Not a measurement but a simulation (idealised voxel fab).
process module | voxel fin reveal
cross-section cut | 265 nm wide | cells 5 nm
A cross-section is a grid of square cells, given in bands from the top down. A band is one or more rows of cells.
Each band's line starts with the height of the band's top and of its bottom, in nm. Then come its materials from left to right, each with its width in nm. One material with "throughout" fills the band from edge to edge. "air" is empty space.
Height 0 is the level under which the wafer as received is all one material. The lowest band goes on downwards, as in "0 down".
A width such as "30 to 40" changes by the same amount from each row of cells to the next, from the band's top row to its bottom row.
"no change" after a step means that no cell of the cross-section changed.
closed voids: empty space of 8 cells or more with no open way to the top, each as width x height at its distance from the left edge, in nm
after a step's settings: what the simulator itself notes on the step
overlay nm, on a step with a mask: how far to the right of its planned place the mask lay; to the left if negative
plan
1 op RECEIVE | material Si
2 op CONFORMAL_DEP | material SiN | thk nm 5
3 op MASKED_ETCH | tone cover | mask id FINS | width nm 15 | pitch nm 35 | etch materials SiN | depth nm 5 | overlay nm 0
4 op MASKED_ETCH | tone cover | mask id FINS | width nm 15 | pitch nm 35 | etch materials Si | depth nm 30 | overlay nm 0
5 op OXIDIZE | depth nm 5
6 op FILL_DEP | material SiO2 | thk nm 10
7 op CMP | height nm 5
8 op SELECTIVE_ETCH | etch materials SiO2 | depth nm 15
9 op STRIP | etch materials SiN
10 op CONFORMAL_DEP | material SiO2 | thk nm 5
as received, after step 1
  0 down: Si throughout
  closed voids: none
a wafer at the end: this start, this plan, one mistake
  5 to 0: air 110 | SiO2 15 | air 20 | SiO2 15 | air 105
  0 to -5: air 105 | SiO2 10 | Si 5 | SiO2 5 | air 15 | SiO2 10 | Si 5 | SiO2 5 | air 105
  -5 to -35: SiO2 110 | Si 10 | SiO2 25 | Si 10 | SiO2 110
  -35 down: Si throughout
  closed voids: none
what went wrong: step 3 ran as: op MASKED_ETCH | tone cover | mask id FINS | width nm 15 | pitch nm 35 | etch materials SiN | depth nm 5 | overlay nm 5
